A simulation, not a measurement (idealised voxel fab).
Herein follows the process module entitled voxel transistor to metal.
Cross-section cut spans 145 nm and uses square cells 5 nm in size.
When this document writes out a cross-section, it uses a grid of square cells and lists it as bands, beginning at the top and moving down, with a band standing for one or more rows of cells. Quick guide to a band line: top height, bottom height (nm) up front; then every material left to right with its width in nm. Only one material and it's marked "throughout"? Then it fills the band edge to edge. And "empty" just means empty space. Below 0: as-received wafer, all one material; heights counted from there. Lowest band: no bottom, goes on down, written "0..down". Read "30 to 40" as a graded width: first number on top, second number at the bottom, same change between each pair of neighbouring rows. "nothing changed" -> step changed no cross-section cell. Basically, "Enclosed internal voids" tells you about the enclosed voids: empty spaces with no open way to the top, 8 cells or bigger, each written width x height at distance, where distance is from the left edge, all in nm. Step line, after settings: the simulator's comment on this step. Regarding "overlay nm": on a step with a mask, it is the distance the mask lay to the right of its planned place; a negative value places it to the left. Each pair of cross-sections that follows straddles one process step: the one shows the state before the step, the other the state after it, down to the lowest band that changed and no further. The step in question, and its settings, are given under the pair. Note that a pair is not necessarily a continuation of the pair above it, since pairs can come from different runs of this module on the same starting wafer; it is a continuation only where its entry headed "Pre-step view" says so.
-- Pre-step view
    45..40  SiO2 throughout
    40..25  SiO2: 50 / SiN: 5 / SiCN: 25 / SiN: 5 / SiO2: 60
    25..0  SiO2: 50 / SiN: 5 / polySi: 25 / SiN: 5 / SiO2: 60
    0..-5  SiO2: 10 / SiN: 5 / SiO2: 25 / pSi: 10 / SiN: 5 / polySi: 25 / SiN: 5 / pSi: 10 / SiO2: 35 / SiN: 5 / SiO2: 10
    -5..-10  SiO2: 40 / pSi: 10 / SiO2: 35 / pSi: 10 / SiO2: 50
    -10..-20  SiO2: 15 / pSi: 35 / Si: 35 / pSi: 45 / SiO2: 15
    -20..-25  SiO2: 15 / Si: 115 / SiO2: 15
    -25..down  Si throughout
    Enclosed internal voids: none
-- Cross-Section After Step
    25..0  SiO2: 50 / SiN: 5 / polySi: 25 / SiN: 5 / SiO2: 60
    At heights below 0, the structure remains unaltered.
    Enclosed internal voids: none
So what happens between those two cross-sections up there? CMP: height nm 25
Pre-step view: it's just the after picture from the pair right above this one.
-- Cross-Section After Step
    25..0  SiO2: 50 / SiN: 5 / empty: 25 / SiN: 5 / SiO2: 60
    0..-5  SiO2: 10 / SiN: 5 / SiO2: 25 / pSi: 10 / SiN: 5 / empty: 25 / SiN: 5 / pSi: 10 / SiO2: 35 / SiN: 5 / SiO2: 10
    At heights below -5, the structure remains unaltered.
    Enclosed internal voids: none
So what happens between those two cross-sections up there? STRIP: etch materials polySi
Pre-step view: it's just the after picture from the pair right above this one.
-- Cross-Section After Step
    25..20  empty: 50 / SiN: 5 / empty: 25 / SiN: 5 / empty: 60
    20..0  SiO2: 50 / SiN: 5 / empty: 25 / SiN: 5 / SiO2: 60
    0..-5  SiO2: 10 / SiN: 5 / SiO2: 25 / pSi: 10 / SiN: 5 / empty: 25 / SiN: 5 / pSi: 10 / SiO2: 35 / SiN: 5 / SiO2: 10
    -5..-10  SiO2: 40 / pSi: 10 / empty: 35 / pSi: 10 / SiO2: 50
    At heights below -10, the structure remains unaltered.
    Enclosed internal voids: none
So what happens between those two cross-sections up there? SELECTIVE_ETCH: etch materials SiO2, depth nm 5
Pre-step view: it's just the after picture from the pair right above this one.
-- Cross-Section After Step
    30..25  empty: 45 / HfO2: 15 / empty: 15 / HfO2: 15 / empty: 55
    25..20  HfO2: 50 / SiN: 5 / HfO2: 5 / empty: 15 / HfO2: 5 / SiN: 5 / HfO2: 60
    20..0  SiO2: 50 / SiN: 5 / HfO2: 5 / empty: 15 / HfO2: 5 / SiN: 5 / SiO2: 60
    0..-5  SiO2: 10 / SiN: 5 / SiO2: 25 / pSi: 10 / SiN: 5 / HfO2: 5 / empty: 15 / HfO2: 5 / SiN: 5 / pSi: 10 / SiO2: 35 / SiN: 5 / SiO2: 10
    -5..-10  SiO2: 40 / pSi: 10 / HfO2: 35 / pSi: 10 / SiO2: 50
    At heights below -10, the structure remains unaltered.
    Enclosed internal voids: none
So what happens between those two cross-sections up there? CONFORMAL_DEP: material HfO2, thk nm 5
Pre-step view: it's just the after picture from the pair right above this one.
-- Cross-Section After Step
    35..30  empty: 40 / TiN: 25 / empty: 5 / TiN: 25 / empty: 50
    30..25  TiN: 45 / HfO2: 15 / TiN: 5 / empty: 5 / TiN: 5 / HfO2: 15 / TiN: 55
    25..20  HfO2: 50 / SiN: 5 / HfO2: 5 / TiN: 5 / empty: 5 / TiN: 5 / HfO2: 5 / SiN: 5 / HfO2: 60
    20..0  SiO2: 50 / SiN: 5 / HfO2: 5 / TiN: 5 / empty: 5 / TiN: 5 / HfO2: 5 / SiN: 5 / SiO2: 60
    0..-5  SiO2: 10 / SiN: 5 / SiO2: 25 / pSi: 10 / SiN: 5 / HfO2: 5 / TiN: 15 / HfO2: 5 / SiN: 5 / pSi: 10 / SiO2: 35 / SiN: 5 / SiO2: 10
    At heights below -5, the structure remains unaltered.
    Enclosed internal voids: none
So what happens between those two cross-sections up there? CONFORMAL_DEP: material TiN, thk nm 5
Pre-step view: it's just the after picture from the pair right above this one.
-- Cross-Section After Step
    45..35  W throughout
    35..30  W: 40 / TiN: 25 / W: 5 / TiN: 25 / W: 50
    30..25  TiN: 45 / HfO2: 15 / TiN: 5 / W: 5 / TiN: 5 / HfO2: 15 / TiN: 55
    25..20  HfO2: 50 / SiN: 5 / HfO2: 5 / TiN: 5 / W: 5 / TiN: 5 / HfO2: 5 / SiN: 5 / HfO2: 60
    20..0  SiO2: 50 / SiN: 5 / HfO2: 5 / TiN: 5 / W: 5 / TiN: 5 / HfO2: 5 / SiN: 5 / SiO2: 60
    At heights below 0, the structure remains unaltered.
    Enclosed internal voids: none
So what happens between those two cross-sections up there? FILL_DEP: material W, thk nm 10
Pre-step view: it's just the after picture from the pair right above this one.
-- Cross-Section After Step
    20..0  SiO2: 50 / SiN: 5 / HfO2: 5 / TiN: 5 / W: 5 / TiN: 5 / HfO2: 5 / SiN: 5 / SiO2: 60
    At heights below 0, the structure remains unaltered.
    Enclosed internal voids: none
So what happens between those two cross-sections up there? CMP: height nm 20
Pre-step view: it's just the after picture from the pair right above this one.
-- Cross-Section After Step
    35..20  SiO2 throughout
    At heights below 20, the structure remains unaltered.
    Enclosed internal voids: none
So what happens between those two cross-sections up there? DIRECTIONAL_DEP: material SiO2, thk nm 15
Pre-step view: it's just the after picture from the pair right above this one.
-- Cross-Section After Step
    50..35  aC throughout
    At heights below 35, the structure remains unaltered.
    Enclosed internal voids: none
So what happens between those two cross-sections up there? DIRECTIONAL_DEP: material aC, thk nm 15
Pre-step view: it's just the after picture from the pair right above this one.
-- Cross-Section After Step
    85..50  resist: 25 / empty: 20 / resist: 55 / empty: 20 / resist: 25
    At heights below 50, the structure remains unaltered.
    Enclosed internal voids: none
So what happens between those two cross-sections up there? PATTERN: tone open, mask id CONTACT, material resist, width nm 20, pitch nm 75, thk nm 35, overlay nm 0
Pre-step view: it's just the after picture from the pair right above this one.
-- Cross-Section After Step
    70..50  resist: 25 / empty: 20 / resist: 55 / empty: 20 / resist: 25
    50..35  aC: 25 / empty: 20 / aC: 55 / empty: 20 / aC: 25
    At heights below 35, the structure remains unaltered.
    Enclosed internal voids: none
So what happens between those two cross-sections up there? DIRECTIONAL_ETCH: etch materials aC, depth nm 15
Pre-step view: it's just the after picture from the pair right above this one.
-- Cross-Section After Step
    50..35  aC: 25 / empty: 20 / aC: 55 / empty: 20 / aC: 25
    At heights below 35, the structure remains unaltered.
    Enclosed internal voids: none
So what happens between those two cross-sections up there? STRIP: etch materials resist
Pre-step view: it's just the after picture from the pair right above this one.
-- Cross-Section After Step
    50..35  aC: 25 / empty: 20 / aC: 55 / empty: 20 / aC: 25
    35..20  SiO2: 25 / empty: 20 / SiO2: 55 / empty: 20 / SiO2: 25
    20..0  SiO2: 25 / empty: 20 / SiO2: 5 / SiN: 5 / HfO2: 5 / TiN: 5 / W: 5 / TiN: 5 / HfO2: 5 / SiN: 5 / SiO2: 15 / empty: 20 / SiO2: 25
    0..-5  SiO2: 10 / SiN: 5 / SiO2: 10 / empty: 15 / pSi: 10 / SiN: 5 / HfO2: 5 / TiN: 15 / HfO2: 5 / SiN: 5 / pSi: 10 / SiO2: 5 / empty: 20 / SiO2: 10 / SiN: 5 / SiO2: 10
    -5..-10  SiO2: 25 / empty: 15 / pSi: 10 / HfO2: 35 / pSi: 10 / SiO2: 5 / empty: 20 / SiO2: 25
    At heights below -10, the structure remains unaltered.
    Enclosed internal voids: none
So what happens between those two cross-sections up there? DIRECTIONAL_ETCH: etch materials SiO2, depth nm 45
Pre-step view: it's just the after picture from the pair right above this one.
-- Cross-Section After Step
    35..20  SiO2: 25 / empty: 20 / SiO2: 55 / empty: 20 / SiO2: 25
    At heights below 20, the structure remains unaltered.
    Enclosed internal voids: none
So what happens between those two cross-sections up there? STRIP: etch materials aC
Pre-step view: it's just the after picture from the pair right above this one.
-- Cross-Section After Step
    40..35  TiN: 30 / empty: 10 / TiN: 65 / empty: 10 / TiN: 30
    35..20  SiO2: 25 / TiN: 5 / empty: 10 / TiN: 5 / SiO2: 55 / TiN: 5 / empty: 10 / TiN: 5 / SiO2: 25
    20..5  SiO2: 25 / TiN: 5 / empty: 10 / TiN: 5 / SiO2: 5 / SiN: 5 / HfO2: 5 / TiN: 5 / W: 5 / TiN: 5 / HfO2: 5 / SiN: 5 / SiO2: 15 / TiN: 5 / empty: 10 / TiN: 5 / SiO2: 25
    5..0  SiO2: 25 / TiN: 5 / empty: 5 / TiN: 10 / SiO2: 5 / SiN: 5 / HfO2: 5 / TiN: 5 / W: 5 / TiN: 5 / HfO2: 5 / SiN: 5 / SiO2: 15 / TiN: 5 / empty: 10 / TiN: 5 / SiO2: 25
    0..-5  SiO2: 10 / SiN: 5 / SiO2: 10 / TiN: 5 / empty: 5 / TiN: 5 / pSi: 10 / SiN: 5 / HfO2: 5 / TiN: 15 / HfO2: 5 / SiN: 5 / pSi: 10 / SiO2: 5 / TiN: 5 / empty: 10 / TiN: 5 / SiO2: 10 / SiN: 5 / SiO2: 10
    -5..-10  SiO2: 25 / TiN: 15 / pSi: 10 / HfO2: 35 / pSi: 10 / SiO2: 5 / TiN: 20 / SiO2: 25
    At heights below -10, the structure remains unaltered.
    Enclosed internal voids: none
So what happens between those two cross-sections up there? CONFORMAL_DEP: material TiN, thk nm 5
Pre-step view: it's just the after picture from the pair right above this one.
-- Cross-Section After Step
    50..40  W throughout
    40..35  TiN: 30 / W: 10 / TiN: 65 / W: 10 / TiN: 30
    35..20  SiO2: 25 / TiN: 5 / W: 10 / TiN: 5 / SiO2: 55 / TiN: 5 / W: 10 / TiN: 5 / SiO2: 25
    20..5  SiO2: 25 / TiN: 5 / W: 10 / TiN: 5 / SiO2: 5 / SiN: 5 / HfO2: 5 / TiN: 5 / W: 5 / TiN: 5 / HfO2: 5 / SiN: 5 / SiO2: 15 / TiN: 5 / W: 10 / TiN: 5 / SiO2: 25
    5..0  SiO2: 25 / TiN: 5 / W: 5 / TiN: 10 / SiO2: 5 / SiN: 5 / HfO2: 5 / TiN: 5 / W: 5 / TiN: 5 / HfO2: 5 / SiN: 5 / SiO2: 15 / TiN: 5 / W: 10 / TiN: 5 / SiO2: 25
    0..-5  SiO2: 10 / SiN: 5 / SiO2: 10 / TiN: 5 / W: 5 / TiN: 5 / pSi: 10 / SiN: 5 / HfO2: 5 / TiN: 15 / HfO2: 5 / SiN: 5 / pSi: 10 / SiO2: 5 / TiN: 5 / W: 10 / TiN: 5 / SiO2: 10 / SiN: 5 / SiO2: 10
    At heights below -5, the structure remains unaltered.
    Enclosed internal voids: none
So what happens between those two cross-sections up there? FILL_DEP: material W, thk nm 10
Pre-step view: it's just the after picture from the pair right above this one.
-- Cross-Section After Step
    35..20  SiO2: 25 / TiN: 5 / W: 10 / TiN: 5 / SiO2: 55 / TiN: 5 / W: 10 / TiN: 5 / SiO2: 25
    At heights below 20, the structure remains unaltered.
    Enclosed internal voids: none
So what happens between those two cross-sections up there? CMP: height nm 35
Pre-step view: it's just the after picture from the pair right above this one.
-- Cross-Section After Step
    40..35  SiCN throughout
    At heights below 35, the structure remains unaltered.
    Enclosed internal voids: none
So what happens between those two cross-sections up there? CONFORMAL_DEP: material SiCN, thk nm 5
Pre-step view: it's just the after picture from the pair right above this one.
-- Cross-Section After Step
    55..40  lowk throughout
    At heights below 40, the structure remains unaltered.
    Enclosed internal voids: none
So what happens between those two cross-sections up there? DIRECTIONAL_DEP: material lowk, thk nm 15
Pre-step view: it's just the after picture from the pair right above this one.
-- Cross-Section After Step
    55..40  lowk: 25 / empty: 20 / lowk: 55 / empty: 20 / lowk: 25
    At heights below 40, the structure remains unaltered.
    Enclosed internal voids: none
So what happens between those two cross-sections up there? MASKED_ETCH: tone open, mask id METAL_1, width nm 20, pitch nm 75, etch materials lowk, depth nm 15, overlay nm 0
Pre-step view: it's just the after picture from the pair right above this one.
-- Cross-Section After Step
    55..40  lowk: 25 / empty: 20 / lowk: 55 / empty: 20 / lowk: 25
    40..35  SiCN: 25 / empty: 20 / SiCN: 55 / empty: 20 / SiCN: 25
    At heights below 35, the structure remains unaltered.
    Enclosed internal voids: none
So what happens between those two cross-sections up there? MASKED_ETCH: tone open, mask id METAL_1, width nm 20, pitch nm 75, etch materials SiCN, depth nm 5, overlay nm 0
Pre-step view: it's just the after picture from the pair right above this one.
-- Cross-Section After Step
    60..55  TiN: 30 / empty: 10 / TiN: 65 / empty: 10 / TiN: 30
    55..40  lowk: 25 / TiN: 5 / empty: 10 / TiN: 5 / lowk: 55 / TiN: 5 / empty: 10 / TiN: 5 / lowk: 25
    40..35  SiCN: 25 / TiN: 20 / SiCN: 55 / TiN: 20 / SiCN: 25
    At heights below 35, the structure remains unaltered.
    Enclosed internal voids: none
So what happens between those two cross-sections up there? CONFORMAL_DEP: material TiN, thk nm 5
Pre-step view: it's just the after picture from the pair right above this one.
-- Cross-Section After Step
    70..60  Ru throughout
    60..55  TiN: 30 / Ru: 10 / TiN: 65 / Ru: 10 / TiN: 30
    55..40  lowk: 25 / TiN: 5 / Ru: 10 / TiN: 5 / lowk: 55 / TiN: 5 / Ru: 10 / TiN: 5 / lowk: 25
    At heights below 40, the structure remains unaltered.
    Enclosed internal voids: none
So what happens between those two cross-sections up there? FILL_DEP: material Ru, thk nm 10
Pre-step view: it's just the after picture from the pair right above this one.
-- Cross-Section After Step
    55..40  lowk: 25 / TiN: 5 / Ru: 10 / TiN: 5 / lowk: 55 / TiN: 5 / Ru: 10 / TiN: 5 / lowk: 25
    At heights below 40, the structure remains unaltered.
    Enclosed internal voids: none
So what happens between those two cross-sections up there? CMP: height nm 55
Pre-step view: it's just the after picture from the pair right above this one.
-- Cross-Section After Step
    60..55  empty: 20 / Ru: 30 / empty: 45 / Ru: 30 / empty: 20
    At heights below 55, the structure remains unaltered.
    Enclosed internal voids: none
So what happens between those two cross-sections up there? EPI: material Ru, thk nm 5
Pre-step view: it's just the after picture from the pair right above this one.
-- Cross-Section After Step
    65..60  SiCN throughout
    60..55  SiCN: 20 / Ru: 30 / SiCN: 45 / Ru: 30 / SiCN: 20
    At heights below 55, the structure remains unaltered.
    Enclosed internal voids: none
So what happens between those two cross-sections up there? FILL_DEP: material SiCN, thk nm 5
-- Pre-step view
    30..25  empty: 50 / HfO2: 15 / empty: 15 / HfO2: 15 / empty: 50
    25..20  HfO2: 55 / SiN: 5 / HfO2: 5 / empty: 15 / HfO2: 5 / SiN: 5 / HfO2: 55
    20..0  SiO2: 55 / SiN: 5 / HfO2: 5 / empty: 15 / HfO2: 5 / SiN: 5 / SiO2: 55
    0..-5  SiO2: 10 / SiN: 5 / SiO2: 30 / pSi: 10 / SiN: 5 / HfO2: 5 / empty: 15 / HfO2: 5 / SiN: 5 / pSi: 10 / SiO2: 30 / SiN: 5 / SiO2: 10
    -5..-10  SiO2: 45 / pSi: 10 / HfO2: 35 / pSi: 10 / SiO2: 45
    -10..-20  SiO2: 15 / pSi: 40 / Si: 35 / pSi: 40 / SiO2: 15
    -20..-25  SiO2: 15 / Si: 115 / SiO2: 15
    -25..down  Si throughout
    Enclosed internal voids: none
-- Cross-Section After Step
    35..30  empty: 45 / polySi: 25 / empty: 5 / polySi: 25 / empty: 45
    30..25  polySi: 50 / HfO2: 15 / polySi: 5 / empty: 5 / polySi: 5 / HfO2: 15 / polySi: 50
    25..20  HfO2: 55 / SiN: 5 / HfO2: 5 / polySi: 5 / empty: 5 / polySi: 5 / HfO2: 5 / SiN: 5 / HfO2: 55
    20..0  SiO2: 55 / SiN: 5 / HfO2: 5 / polySi: 5 / empty: 5 / polySi: 5 / HfO2: 5 / SiN: 5 / SiO2: 55
    0..-5  SiO2: 10 / SiN: 5 / SiO2: 30 / pSi: 10 / SiN: 5 / HfO2: 5 / polySi: 15 / HfO2: 5 / SiN: 5 / pSi: 10 / SiO2: 30 / SiN: 5 / SiO2: 10
    At heights below -5, the structure remains unaltered.
    Enclosed internal voids: none
So what happens between those two cross-sections up there? CONFORMAL_DEP: material polySi, thk nm 5
Pre-step view: it's just the after picture from the pair right above this one.
-- Cross-Section After Step
    45..35  W throughout
    35..30  W: 45 / polySi: 25 / W: 5 / polySi: 25 / W: 45
    30..25  polySi: 50 / HfO2: 15 / polySi: 5 / W: 5 / polySi: 5 / HfO2: 15 / polySi: 50
    25..20  HfO2: 55 / SiN: 5 / HfO2: 5 / polySi: 5 / W: 5 / polySi: 5 / HfO2: 5 / SiN: 5 / HfO2: 55
    20..0  SiO2: 55 / SiN: 5 / HfO2: 5 / polySi: 5 / W: 5 / polySi: 5 / HfO2: 5 / SiN: 5 / SiO2: 55
    At heights below 0, the structure remains unaltered.
    Enclosed internal voids: none
So what happens between those two cross-sections up there? FILL_DEP: material W, thk nm 10
Pre-step view: it's just the after picture from the pair right above this one.
-- Cross-Section After Step
    20..0  SiO2: 55 / SiN: 5 / HfO2: 5 / polySi: 5 / W: 5 / polySi: 5 / HfO2: 5 / SiN: 5 / SiO2: 55
    At heights below 0, the structure remains unaltered.
    Enclosed internal voids: none
So what happens between those two cross-sections up there? CMP: height nm 20
Pre-step view: it's just the after picture from the pair right above this one.
-- Cross-Section After Step
    35..20  SiO2 throughout
    At heights below 20, the structure remains unaltered.
    Enclosed internal voids: none
So what happens between those two cross-sections up there? DIRECTIONAL_DEP: material SiO2, thk nm 15
Pre-step view: it's just the after picture from the pair right above this one.
-- Cross-Section After Step
    50..35  aC throughout
    At heights below 35, the structure remains unaltered.
    Enclosed internal voids: none
So what happens between those two cross-sections up there? DIRECTIONAL_DEP: material aC, thk nm 15
Pre-step view: it's just the after picture from the pair right above this one.
-- Cross-Section After Step
    85..50  resist: 25 / empty: 20 / resist: 55 / empty: 20 / resist: 25
    At heights below 50, the structure remains unaltered.
    Enclosed internal voids: none
So what happens between those two cross-sections up there? PATTERN: tone open, mask id CONTACT, material resist, width nm 20, pitch nm 75, thk nm 35, overlay nm 0
Pre-step view: it's just the after picture from the pair right above this one.
-- Cross-Section After Step
    70..50  resist: 25 / empty: 20 / resist: 55 / empty: 20 / resist: 25
    50..35  aC: 25 / empty: 20 / aC: 55 / empty: 20 / aC: 25
    At heights below 35, the structure remains unaltered.
    Enclosed internal voids: none
So what happens between those two cross-sections up there? DIRECTIONAL_ETCH: etch materials aC, depth nm 15
Pre-step view: it's just the after picture from the pair right above this one.
-- Cross-Section After Step
    50..35  aC: 25 / empty: 20 / aC: 55 / empty: 20 / aC: 25
    At heights below 35, the structure remains unaltered.
    Enclosed internal voids: none
So what happens between those two cross-sections up there? STRIP: etch materials resist
Pre-step view: it's just the after picture from the pair right above this one.
-- Cross-Section After Step
    50..35  aC: 25 / empty: 20 / aC: 55 / empty: 20 / aC: 25
    35..20  SiO2: 25 / empty: 20 / SiO2: 55 / empty: 20 / SiO2: 25
    20..0  SiO2: 25 / empty: 20 / SiO2: 10 / SiN: 5 / HfO2: 5 / polySi: 5 / W: 5 / polySi: 5 / HfO2: 5 / SiN: 5 / SiO2: 10 / empty: 20 / SiO2: 25
    0..-5  SiO2: 10 / SiN: 5 / SiO2: 10 / empty: 20 / pSi: 10 / SiN: 5 / HfO2: 5 / polySi: 15 / HfO2: 5 / SiN: 5 / pSi: 10 / empty: 20 / SiO2: 10 / SiN: 5 / SiO2: 10
    -5..-10  SiO2: 25 / empty: 20 / pSi: 10 / HfO2: 35 / pSi: 10 / empty: 20 / SiO2: 25
    At heights below -10, the structure remains unaltered.
    Enclosed internal voids: none
So what happens between those two cross-sections up there? DIRECTIONAL_ETCH: etch materials SiO2, depth nm 45
Pre-step view: it's just the after picture from the pair right above this one.
-- Cross-Section After Step
    35..20  SiO2: 25 / empty: 20 / SiO2: 55 / empty: 20 / SiO2: 25
    At heights below 20, the structure remains unaltered.
    Enclosed internal voids: none
So what happens between those two cross-sections up there? STRIP: etch materials aC
Pre-step view: it's just the after picture from the pair right above this one.
-- Cross-Section After Step
    40..35  TiN: 30 / empty: 10 / TiN: 65 / empty: 10 / TiN: 30
    35..20  SiO2: 25 / TiN: 5 / empty: 10 / TiN: 5 / SiO2: 55 / TiN: 5 / empty: 10 / TiN: 5 / SiO2: 25
    20..0  SiO2: 25 / TiN: 5 / empty: 10 / TiN: 5 / SiO2: 10 / SiN: 5 / HfO2: 5 / polySi: 5 / W: 5 / polySi: 5 / HfO2: 5 / SiN: 5 / SiO2: 10 / TiN: 5 / empty: 10 / TiN: 5 / SiO2: 25
    0..-5  SiO2: 10 / SiN: 5 / SiO2: 10 / TiN: 5 / empty: 10 / TiN: 5 / pSi: 10 / SiN: 5 / HfO2: 5 / polySi: 15 / HfO2: 5 / SiN: 5 / pSi: 10 / TiN: 5 / empty: 10 / TiN: 5 / SiO2: 10 / SiN: 5 / SiO2: 10
    -5..-10  SiO2: 25 / TiN: 20 / pSi: 10 / HfO2: 35 / pSi: 10 / TiN: 20 / SiO2: 25
    At heights below -10, the structure remains unaltered.
    Enclosed internal voids: none
So what happens between those two cross-sections up there? CONFORMAL_DEP: material TiN, thk nm 5
Pre-step view: it's just the after picture from the pair right above this one.
-- Cross-Section After Step
    50..40  W throughout
    40..35  TiN: 30 / W: 10 / TiN: 65 / W: 10 / TiN: 30
    35..20  SiO2: 25 / TiN: 5 / W: 10 / TiN: 5 / SiO2: 55 / TiN: 5 / W: 10 / TiN: 5 / SiO2: 25
    20..0  SiO2: 25 / TiN: 5 / W: 10 / TiN: 5 / SiO2: 10 / SiN: 5 / HfO2: 5 / polySi: 5 / W: 5 / polySi: 5 / HfO2: 5 / SiN: 5 / SiO2: 10 / TiN: 5 / W: 10 / TiN: 5 / SiO2: 25
    0..-5  SiO2: 10 / SiN: 5 / SiO2: 10 / TiN: 5 / W: 10 / TiN: 5 / pSi: 10 / SiN: 5 / HfO2: 5 / polySi: 15 / HfO2: 5 / SiN: 5 / pSi: 10 / TiN: 5 / W: 10 / TiN: 5 / SiO2: 10 / SiN: 5 / SiO2: 10
    At heights below -5, the structure remains unaltered.
    Enclosed internal voids: none
So what happens between those two cross-sections up there? FILL_DEP: material W, thk nm 10
Pre-step view: it's just the after picture from the pair right above this one.
-- Cross-Section After Step
    35..20  SiO2: 25 / TiN: 5 / W: 10 / TiN: 5 / SiO2: 55 / TiN: 5 / W: 10 / TiN: 5 / SiO2: 25
    At heights below 20, the structure remains unaltered.
    Enclosed internal voids: none
So what happens between those two cross-sections up there? CMP: height nm 35
Pre-step view: it's just the after picture from the pair right above this one.
-- Cross-Section After Step
    40..35  SiCN throughout
    At heights below 35, the structure remains unaltered.
    Enclosed internal voids: none
So what happens between those two cross-sections up there? CONFORMAL_DEP: material SiCN, thk nm 5
Pre-step view: it's just the after picture from the pair right above this one.
-- Cross-Section After Step
    55..40  lowk throughout
    At heights below 40, the structure remains unaltered.
    Enclosed internal voids: none
So what happens between those two cross-sections up there? DIRECTIONAL_DEP: material lowk, thk nm 15
Pre-step view: it's just the after picture from the pair right above this one.
-- Cross-Section After Step
    55..40  lowk: 25 / empty: 20 / lowk: 55 / empty: 20 / lowk: 25
    At heights below 40, the structure remains unaltered.
    Enclosed internal voids: none
So what happens between those two cross-sections up there? MASKED_ETCH: tone open, mask id METAL_1, width nm 20, pitch nm 75, etch materials lowk, depth nm 15, overlay nm 0
Pre-step view: it's just the after picture from the pair right above this one.
-- Cross-Section After Step
    55..40  lowk: 25 / empty: 20 / lowk: 55 / empty: 20 / lowk: 25
    40..35  SiCN: 25 / empty: 20 / SiCN: 55 / empty: 20 / SiCN: 25
    At heights below 35, the structure remains unaltered.
    Enclosed internal voids: none
So what happens between those two cross-sections up there? MASKED_ETCH: tone open, mask id METAL_1, width nm 20, pitch nm 75, etch materials SiCN, depth nm 5, overlay nm 0
Pre-step view: it's just the after picture from the pair right above this one.
-- Cross-Section After Step
    60..55  TiN: 30 / empty: 10 / TiN: 65 / empty: 10 / TiN: 30
    55..40  lowk: 25 / TiN: 5 / empty: 10 / TiN: 5 / lowk: 55 / TiN: 5 / empty: 10 / TiN: 5 / lowk: 25
    40..35  SiCN: 25 / TiN: 20 / SiCN: 55 / TiN: 20 / SiCN: 25
    At heights below 35, the structure remains unaltered.
    Enclosed internal voids: none
So what happens between those two cross-sections up there? CONFORMAL_DEP: material TiN, thk nm 5
Pre-step view: it's just the after picture from the pair right above this one.
-- Cross-Section After Step
    70..60  Ru throughout
    60..55  TiN: 30 / Ru: 10 / TiN: 65 / Ru: 10 / TiN: 30
    55..40  lowk: 25 / TiN: 5 / Ru: 10 / TiN: 5 / lowk: 55 / TiN: 5 / Ru: 10 / TiN: 5 / lowk: 25
    At heights below 40, the structure remains unaltered.
    Enclosed internal voids: none
So what happens between those two cross-sections up there? FILL_DEP: material Ru, thk nm 10
Pre-step view: it's just the after picture from the pair right above this one.
-- Cross-Section After Step
    55..40  lowk: 25 / TiN: 5 / Ru: 10 / TiN: 5 / lowk: 55 / TiN: 5 / Ru: 10 / TiN: 5 / lowk: 25
    At heights below 40, the structure remains unaltered.
    Enclosed internal voids: none
So what happens between those two cross-sections up there? CMP: height nm 55
Pre-step view: it's just the after picture from the pair right above this one.
-- Cross-Section After Step
    60..55  empty: 20 / Ru: 30 / empty: 45 / Ru: 30 / empty: 20
    At heights below 55, the structure remains unaltered.
    Enclosed internal voids: none
So what happens between those two cross-sections up there? EPI: material Ru, thk nm 5
Pre-step view: it's just the after picture from the pair right above this one.
-- Cross-Section After Step
    65..60  SiCN throughout
    60..55  SiCN: 20 / Ru: 30 / SiCN: 45 / Ru: 30 / SiCN: 20
    At heights below 55, the structure remains unaltered.
    Enclosed internal voids: none
So what happens between those two cross-sections up there? FILL_DEP: material SiCN, thk nm 5
-- Pre-step view
    45..40  SiCN: 10 / empty: 125 / SiCN: 10
    40..30  SiCN throughout
    30..25  polySi: 10 / SiCN: 125 / polySi: 10
    25..0  polySi throughout
    0..-5  SiO2: 10 / polySi: 125 / SiO2: 10
    -5..-10  SiO2 throughout
    -10..-25  SiO2: 15 / Si: 115 / SiO2: 15
    -25..down  Si throughout
    Enclosed internal voids: none
-- Cross-Section After Step
    65..45  resist: 60 / empty: 25 / resist: 60
    45..40  SiCN: 10 / resist: 50 / empty: 25 / resist: 50 / SiCN: 10
    At heights below 40, the structure remains unaltered.
    Enclosed internal voids: none
So what happens between those two cross-sections up there? PATTERN: tone open, mask id GATE, material resist, width nm 25, thk nm 20, overlay nm 0
Pre-step view: it's just the after picture from the pair right above this one.
-- Cross-Section After Step
    65..45  resist: 60 / empty: 25 / resist: 60
    45..40  SiCN: 10 / resist: 50 / empty: 25 / resist: 50 / SiCN: 10
    40..30  SiCN: 60 / empty: 25 / SiCN: 60
    30..25  polySi: 10 / SiCN: 50 / empty: 25 / SiCN: 50 / polySi: 10
    At heights below 25, the structure remains unaltered.
    Enclosed internal voids: none
So what happens between those two cross-sections up there? DIRECTIONAL_ETCH: etch materials SiCN, depth nm 25
Pre-step view: it's just the after picture from the pair right above this one.
-- Cross-Section After Step
    65..45  resist: 60 / empty: 25 / resist: 60
    45..40  SiCN: 10 / resist: 50 / empty: 25 / resist: 50 / SiCN: 10
    40..30  SiCN: 60 / empty: 25 / SiCN: 60
    30..25  polySi: 10 / SiCN: 50 / empty: 25 / SiCN: 50 / polySi: 10
    25..0  polySi: 60 / empty: 25 / polySi: 60
    0..-5  SiO2: 10 / polySi: 50 / empty: 25 / polySi: 50 / SiO2: 10
    At heights below -5, the structure remains unaltered.
    Enclosed internal voids: none
So what happens between those two cross-sections up there? DIRECTIONAL_ETCH: etch materials polySi, depth nm 40
Pre-step view: it's just the after picture from the pair right above this one.
-- Cross-Section After Step
    45..40  SiCN: 10 / empty: 125 / SiCN: 10
    At heights below 40, the structure remains unaltered.
    Enclosed internal voids: none
So what happens between those two cross-sections up there? STRIP: etch materials resist
Pre-step view: it's just the after picture from the pair right above this one.
-- Cross-Section After Step
    50..45  SiN: 15 / empty: 115 / SiN: 15
    45..40  SiCN: 10 / SiN: 55 / empty: 15 / SiN: 55 / SiCN: 10
    40..30  SiCN: 60 / SiN: 5 / empty: 15 / SiN: 5 / SiCN: 60
    30..25  polySi: 10 / SiCN: 50 / SiN: 5 / empty: 15 / SiN: 5 / SiCN: 50 / polySi: 10
    25..0  polySi: 60 / SiN: 5 / empty: 15 / SiN: 5 / polySi: 60
    0..-5  SiO2: 10 / polySi: 50 / SiN: 25 / polySi: 50 / SiO2: 10
    At heights below -5, the structure remains unaltered.
    Enclosed internal voids: none
So what happens between those two cross-sections up there? CONFORMAL_DEP: material SiN, thk nm 5
Pre-step view: it's just the after picture from the pair right above this one.
-- Cross-Section After Step
    45..40  SiCN: 10 / SiN: 5 / empty: 115 / SiN: 5 / SiCN: 10
    40..30  SiCN: 60 / SiN: 5 / empty: 15 / SiN: 5 / SiCN: 60
    30..25  polySi: 10 / SiCN: 50 / SiN: 5 / empty: 15 / SiN: 5 / SiCN: 50 / polySi: 10
    25..0  polySi: 60 / SiN: 5 / empty: 15 / SiN: 5 / polySi: 60
    0..-5  SiO2: 10 / polySi: 50 / SiN: 5 / empty: 15 / SiN: 5 / polySi: 50 / SiO2: 10
    At heights below -5, the structure remains unaltered.
    Enclosed internal voids: none
So what happens between those two cross-sections up there? DIRECTIONAL_ETCH: etch materials SiN, depth nm 5
